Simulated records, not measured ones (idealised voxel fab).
Process module heading - voxel transistor to metal
The figure presents cross-section cut, which has a width of 275 nm and is divided into square cells with an edge length of 5 nm.
In what follows, cross-sections appear as grids of square cells, described through bands that run from the top down, where every band is one or more rows of cells.
Each band's line starts with the height of the band's top and of its bottom, in nm. Then come its materials from left to right, each with its width in nm. One material with "everywhere" fills the band from edge to edge. "air" is empty space.
Where do heights start? At 0: under that level the wafer as delivered is made of one material only. And the lowest band has no floor; it just carries on downward, as in "0 -> down".
Width: "30 to 40" (first number = top row, second number = bottom row, same change from row to row of cells).
Where a step carries "no change occurred", the cross-section came out of it unchanged, cell for cell.
"Closed cavities" contains a list of empty spaces, each no smaller than 8 cells and without an open way to the top, written in the form width x height at distance with the distance from the left edge and all three in nm.
That trailing text on a step's line, after the settings, is the simulator's own remark on the step.
For masked steps, "overlay nm" on the step line gives how far right of plan the mask actually lay; a minus sign means it lay to the left.
-- The process steps that were planned are listed below
1 RECEIVE: material Si
2 CONFORMAL_DEP: material SiO2, thk nm 5
3 CONFORMAL_DEP: material SiN, thk nm 15
4 DIRECTIONAL_DEP: material aC, thk nm 10
5 PATTERN: tone cover, mask id ACTIVE, material resist, width nm 95, pitch nm 120, thk nm 25, overlay nm 0
6 DIRECTIONAL_ETCH: etch materials aC, depth nm 10
7 STRIP: etch materials resist
8 DIRECTIONAL_ETCH: etch materials SiN, depth nm 15
9 DIRECTIONAL_ETCH: etch materials SiO2, depth nm 5
10 DIRECTIONAL_ETCH: etch materials Si, depth nm 25
11 STRIP: etch materials aC
12 OXIDIZE: depth nm 5
13 FILL_DEP: material SiO2, thk nm 15
14 CMP: height nm 20
15 SELECTIVE_ETCH: etch materials SiO2, depth nm 10
16 STRIP: etch materials SiN
17 SELECTIVE_ETCH: etch materials SiO2, depth nm 5
18 OXIDIZE: depth nm 5
19 DIRECTIONAL_DEP: material polySi, thk nm 30
20 DIRECTIONAL_DEP: material SiCN, thk nm 15
21 DIRECTIONAL_DEP: material aC, thk nm 15
22 PATTERN: tone cover, mask id GATE, material resist, width nm 25, pitch nm 120, thk nm 30, overlay nm 0
23 DIRECTIONAL_ETCH: etch materials aC, depth nm 15
24 STRIP: etch materials resist
25 DIRECTIONAL_ETCH: etch materials SiCN, depth nm 25
26 DIRECTIONAL_ETCH: etch materials polySi, depth nm 40
27 STRIP: etch materials aC
28 CONFORMAL_DEP: material SiO2, thk nm 5
29 DIRECTIONAL_ETCH: etch materials SiO2, depth nm 5
30 CONFORMAL_DEP: material SiN, thk nm 5
31 DIRECTIONAL_ETCH: etch materials SiN, depth nm 5
32 DIRECTIONAL_ETCH: etch materials SiO2, depth nm 5
33 EPI: material pSi, thk nm 5
34 FILL_DEP: material SiO2, thk nm 5
35 CMP: height nm 30
36 STRIP: etch materials polySi
37 SELECTIVE_ETCH: etch materials SiO2, depth nm 5
38 CONFORMAL_DEP: material HfO2, thk nm 5
39 CONFORMAL_DEP: material TiN, thk nm 5
40 FILL_DEP: material W, thk nm 10
41 CMP: height nm 25
42 DIRECTIONAL_DEP: material SiO2, thk nm 15
43 DIRECTIONAL_DEP: material aC, thk nm 15
44 PATTERN: tone open, mask id CONTACT, material resist, width nm 15, thk nm 30, overlay nm 0
45 DIRECTIONAL_ETCH: etch materials aC, depth nm 15
46 STRIP: etch materials resist
47 DIRECTIONAL_ETCH: etch materials SiO2, depth nm 40
48 STRIP: etch materials aC
49 CONFORMAL_DEP: material TiN, thk nm 5
50 FILL_DEP: material W, thk nm 5
51 CMP: height nm 40
52 CONFORMAL_DEP: material SiN, thk nm 5
53 DIRECTIONAL_DEP: material SiO2, thk nm 20
54 PATTERN: tone open, mask id METAL_1, material resist, width nm 15, thk nm 15, overlay nm 0
55 DIRECTIONAL_ETCH: etch materials SiO2, depth nm 20
56 DIRECTIONAL_ETCH: etch materials SiN, depth nm 5
57 STRIP: etch materials resist
58 CONFORMAL_DEP: material TiN, thk nm 5
59 FILL_DEP: material Cu, thk nm 5
60 CMP: height nm 65
61 CONFORMAL_DEP: material SiCN, thk nm 5
62 DIRECTIONAL_DEP: material lowk, thk nm 30
63 MASKED_ETCH: tone open, mask id METAL_2, width nm 15, pitch nm 120, etch materials lowk, depth nm 20, overlay nm 0
64 PATTERN: tone open, mask id METAL_2_HOLES, material resist, width nm 15, pitch nm 120, thk nm 20, overlay nm 0
65 DIRECTIONAL_ETCH: etch materials lowk, depth nm 10
66 DIRECTIONAL_ETCH: etch materials SiCN, depth nm 5
67 STRIP: etch materials resist
68 CONFORMAL_DEP: material TiN, thk nm 5
69 FILL_DEP: material Cu, thk nm 10
70 CMP: height nm 100
71 CONFORMAL_DEP: material SiN, thk nm 5
-- Delivered wafer in cross-section: state after step 1
	0 -> down: Si everywhere
	Closed cavities: none
-- The first of two wafers, cross-sectioned at the end of the module, with the run proceeding as planned
	105 -> 100: SiN everywhere
	100 -> 70: lowk=35, then TiN=5, then Cu=5, then TiN=5, then lowk=105, then TiN=5, then Cu=5, then TiN=5, then lowk=105
	70 -> 65: SiCN=35, then TiN=15, then SiCN=105, then TiN=15, then SiCN=105
	65 -> 45: SiO2=35, then TiN=5, then Cu=5, then TiN=5, then SiO2=55, then TiN=5, then Cu=5, then TiN=5, then SiO2=35, then TiN=5, then Cu=5, then TiN=5, then SiO2=55, then TiN=5, then Cu=5, then TiN=5, then SiO2=35
	45 -> 40: SiN=35, then TiN=15, then SiN=55, then TiN=15, then SiN=35, then TiN=15, then SiN=55, then TiN=15, then SiN=35
	40 -> 25: SiO2=35, then TiN=5, then W=5, then TiN=5, then SiO2=55, then TiN=5, then W=5, then TiN=5, then SiO2=35, then TiN=5, then W=5, then TiN=5, then SiO2=55, then TiN=5, then W=5, then TiN=5, then SiO2=35
	25 -> 5: SiO2=35, then TiN=5, then W=5, then TiN=5, then SiO2=5, then SiN=5, then HfO2=5, then TiN=5, then W=15, then TiN=5, then HfO2=5, then SiN=5, then SiO2=5, then TiN=5, then W=5, then TiN=5, then SiO2=35, then TiN=5, then W=5, then TiN=5, then SiO2=5, then SiN=5, then HfO2=5, then TiN=5, then W=15, then TiN=5, then HfO2=5, then SiN=5, then SiO2=5, then TiN=5, then W=5, then TiN=5, then SiO2=35
	5 -> 0: SiO2=30, then SiN=5, then TiN=15, then SiO2=5, then SiN=5, then HfO2=5, then TiN=25, then HfO2=5, then SiN=5, then SiO2=5, then TiN=15, then SiN=5, then SiO2=25, then SiN=5, then TiN=15, then SiO2=5, then SiN=5, then HfO2=5, then TiN=25, then HfO2=5, then SiN=5, then SiO2=5, then TiN=15, then SiN=5, then SiO2=30
	0 -> -5: SiO2=35, then pSi=20, then SiO2=5, then HfO2=35, then SiO2=5, then pSi=20, then SiO2=35, then pSi=20, then SiO2=5, then HfO2=35, then SiO2=5, then pSi=20, then SiO2=35
	-5 -> -30: SiO2=35, then Si=85, then SiO2=35, then Si=85, then SiO2=35
	-30 -> down: Si everywhere
	Closed cavities: none
-- End of module, second wafer, cross-section. Started like the first, planned like the first, run with one mistake
	105 -> 100: SiN everywhere
	100 -> 70: lowk=35, then TiN=5, then Cu=5, then TiN=5, then lowk=105, then TiN=5, then Cu=5, then TiN=5, then lowk=105
	70 -> 65: SiCN=35, then TiN=15, then SiCN=105, then TiN=15, then SiCN=105
	65 -> 60: SiN=35, then TiN=15, then SiN=55, then TiN=15, then SiN=35, then TiN=15, then SiN=55, then TiN=15, then SiN=35
	60 -> 40: SiO2 everywhere
	40 -> 25: SiO2=35, then TiN=5, then W=5, then TiN=5, then SiO2=55, then TiN=5, then W=5, then TiN=5, then SiO2=35, then TiN=5, then W=5, then TiN=5, then SiO2=55, then TiN=5, then W=5, then TiN=5, then SiO2=35
	25 -> 5: SiO2=35, then TiN=5, then W=5, then TiN=5, then SiO2=5, then SiN=5, then HfO2=5, then TiN=5, then W=15, then TiN=5, then HfO2=5, then SiN=5, then SiO2=5, then TiN=5, then W=5, then TiN=5, then SiO2=35, then TiN=5, then W=5, then TiN=5, then SiO2=5, then SiN=5, then HfO2=5, then TiN=5, then W=15, then TiN=5, then HfO2=5, then SiN=5, then SiO2=5, then TiN=5, then W=5, then TiN=5, then SiO2=35
	5 -> 0: SiO2=30, then SiN=5, then TiN=15, then SiO2=5, then SiN=5, then HfO2=5, then TiN=25, then HfO2=5, then SiN=5, then SiO2=5, then TiN=15, then SiN=5, then SiO2=25, then SiN=5, then TiN=15, then SiO2=5, then SiN=5, then HfO2=5, then TiN=25, then HfO2=5, then SiN=5, then SiO2=5, then TiN=15, then SiN=5, then SiO2=30
	0 -> -5: SiO2=35, then pSi=20, then SiO2=5, then HfO2=35, then SiO2=5, then pSi=20, then SiO2=35, then pSi=20, then SiO2=5, then HfO2=35, then SiO2=5, then pSi=20, then SiO2=35
	-5 -> -30: SiO2=35, then Si=85, then SiO2=35, then Si=85, then SiO2=35
	-30 -> down: Si everywhere
	Closed cavities: none
Short version of what went wrong: steps 52 and 53: order swapped relative to plan
Heads up, by the end the second wafer has more or fewer cells of some materials compared to the first: 16 fewer of Cu, 48 more of SiO2, 32 fewer of TiN
